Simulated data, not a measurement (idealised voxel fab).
process module | voxel ribs on slabs
cross-section cut | 265 nm wide | cells 5 nm
A cross-section is a grid of square cells, given in bands from the top down. A band is one or more rows of cells.
Each band's line starts with the height of the band's top and of its bottom, in nm. Then come its materials from left to right, each with its width in nm. One material with "throughout" fills the band from edge to edge. "air" is empty space.
Height 0 is the level under which the wafer as received is all one material. The lowest band goes on downwards, as in "0 down".
A width such as "30 to 40" changes by the same amount from each row of cells to the next, from the band's top row to its bottom row.
"no change" after a step means that no cell of the cross-section changed.
closed voids: empty space of 8 cells or more with no open way to the top, each as width x height at its distance from the left edge, in nm
after a step's settings: what the simulator itself notes on the step
overlay nm, on a step with a mask: how far to the right of its planned place the mask lay; to the left if negative
plan
1 op RECEIVE | material Si
2 op DIRECTIONAL_DEP | material SiO2 | thk nm 20
3 op DIRECTIONAL_DEP | material polySi | thk nm 15
4 op PATTERN | tone cover | mask id RIB | material resist | width nm 30 | thk nm 15 | overlay nm 0
5 op DIRECTIONAL_ETCH | etch materials polySi | depth nm 5
6 op STRIP | etch materials resist
7 op PATTERN | tone cover | mask id SLAB | material resist | width nm 80 | thk nm 20 | overlay nm 0
8 op DIRECTIONAL_ETCH | etch materials polySi | depth nm 10
9 op STRIP | etch materials resist
10 op FILL_DEP | material SiO2 | thk nm 20
11 op CMP | height nm 50
12 op DIRECTIONAL_DEP | material TiN | thk nm 5
13 op DIRECTIONAL_DEP | material aC | thk nm 10
14 op PATTERN | tone cover | mask id HEATER | material resist | width nm 40 | thk nm 25 | overlay nm 0
15 op DIRECTIONAL_ETCH | etch materials aC | depth nm 10
16 op STRIP | etch materials resist
17 op DIRECTIONAL_ETCH | etch materials TiN | depth nm 5
18 op STRIP | etch materials aC
19 op CONFORMAL_DEP | material SiN | thk nm 5
as received, after step 1
  0 down: Si throughout
  closed voids: none
a wafer at the end: this start, this plan, one mistake
  60 to 55: air 105 | SiN 50 | air 110
  55 to 50: SiN 110 | TiN 40 | SiN 115
  50 to 40: SiO2 90 | polySi 80 | SiO2 95
  40 to 0: SiO2 throughout
  0 down: Si throughout
  closed voids: none
what went wrong: step 2 was run twice
